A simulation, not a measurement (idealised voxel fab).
Process module name: voxel wiring stack
Cross-section cut spans 245 nm and uses square cells 5 nm in size.
A cross-section is a grid of square cells, given in bands from the top down. A band is one or more rows of cells. Heights first: top, then bottom, in nm. Then materials, left to right, each with a width in nm. "throughout" on a single material: fills the band edge to edge. "blank": empty space. The level at which height equals 0 is the one under which the wafer, as it arrives, is entirely one material. No lower edge exists for the bottom band, which continues downward and is notated as in "z 0 and below". The expression "30..40" gives the width at the extremes of the band, the first number at its top row of cells and the second at its bottom row, with the width changing by equal amounts from each row to the next in between. For the purposes of this document, the phrase "remains unaltered" attached to a step denotes that no cell within the cross-section was modified by that step. The list in "Sealed void inventory" covers empty spaces of 8 cells or more that cannot reach the top through any open way, and it gives each as width x height at distance; the distance is from the left edge, and width, height and distance are in nm. after a step's settings: what the simulator itself notes on the step. "overlay nm" answers the question of how far to the right of plan the mask lay on a step that has a mask, and when it is negative the answer is to the left.
-- Steps in the process plan
1,op RECEIVE | material Si
2,op CONFORMAL_DEP | material SiO2 | thk nm 10
3,op DIRECTIONAL_DEP | material TiN | thk nm 5
4,op DIRECTIONAL_DEP | material Ru | thk nm 15
5,op MASKED_ETCH | tone cover | mask id METAL_1 | width nm 20 | pitch nm 50 | etch materials Ru | depth nm 15 | overlay nm 0
6,op MASKED_ETCH | tone cover | mask id METAL_1 | width nm 20 | pitch nm 50 | etch materials TiN | depth nm 5 | overlay nm 0
7,op CONFORMAL_DEP | material SiN | thk nm 5
8,op FILL_DEP | material SiO2 | thk nm 5
9,op CMP | height nm 30
10,op CONFORMAL_DEP | material SiCN | thk nm 5
11,op DIRECTIONAL_DEP | material lowk | thk nm 25
12,op DIRECTIONAL_DEP | material aC | thk nm 10
13,op PATTERN | tone open | mask id METAL_2_HOLES | material resist | width nm 15 | pitch nm 100 | thk nm 30 | overlay nm 0
14,op DIRECTIONAL_ETCH | etch materials aC | depth nm 10
15,op STRIP | etch materials resist
16,op DIRECTIONAL_ETCH | etch materials lowk | depth nm 25
17,op STRIP | etch materials aC
18,op PATTERN | tone open | mask id METAL_2 | material resist | width nm 20 | pitch nm 50 | thk nm 15 | overlay nm 0
19,op DIRECTIONAL_ETCH | etch materials lowk | depth nm 15
20,op DIRECTIONAL_ETCH | etch materials SiCN | depth nm 5
21,op STRIP | etch materials resist
22,op CONFORMAL_DEP | material TiN | thk nm 5
23,op FILL_DEP | material Cu | thk nm 10
24,op CMP | height nm 60
25,op CONFORMAL_DEP | material SiCN | thk nm 5
-- This is the cross-section of the wafer as we received it, i.e. after step 1
- z 0 and below | Si throughout
- Sealed void inventory: none
-- This is how the wafer looks in cross-section once the module is done, given the starting state and plan above and one mistake in carrying the plan out
- z 65 to 60 | SiCN throughout
- z 60 to 50 | Cu=45 | TiN=5 | lowk=5 | TiN=5 | Cu=20 | TiN=5 | lowk=20 | TiN=5 | Cu=35 | TiN=5 | lowk=5 | TiN=5 | Cu=20 | TiN=5 | lowk=20 | TiN=5 | Cu=35
- z 50 to 45 | TiN=40 | Cu=5 | TiN=5 | lowk=5 | TiN=30 | lowk=20 | TiN=35 | Cu=5 | TiN=5 | lowk=5 | TiN=30 | lowk=20 | TiN=40
- z 45 to 40 | lowk=35 | TiN=5 | Cu=5 | TiN=5 | lowk=85 | TiN=5 | Cu=5 | TiN=5 | lowk=95
- z 40 to 35 | lowk=35 | TiN=15 | lowk=85 | TiN=15 | lowk=95
- z 35 to 30 | SiCN throughout
- z 30 to 15 | SiO2=30 | SiN=5 | Ru=20 | SiN=5 | SiO2=20 | SiN=5 | Ru=20 | SiN=5 | SiO2=20 | SiN=5 | Ru=20 | SiN=5 | SiO2=20 | SiN=5 | Ru=20 | SiN=5 | SiO2=35
- z 15 to 10 | SiN=35 | TiN=20 | SiN=30 | TiN=20 | SiN=30 | TiN=20 | SiN=30 | TiN=20 | SiN=40
- z 10 to 0 | SiO2 throughout
- z 0 and below | Si throughout
- Sealed void inventory: none
Where did the run depart from the plan? step 18 ran as: op PATTERN | tone cover | mask id METAL_2 | material resist | width nm 20 | pitch nm 50 | thk nm 15 | overlay nm 0
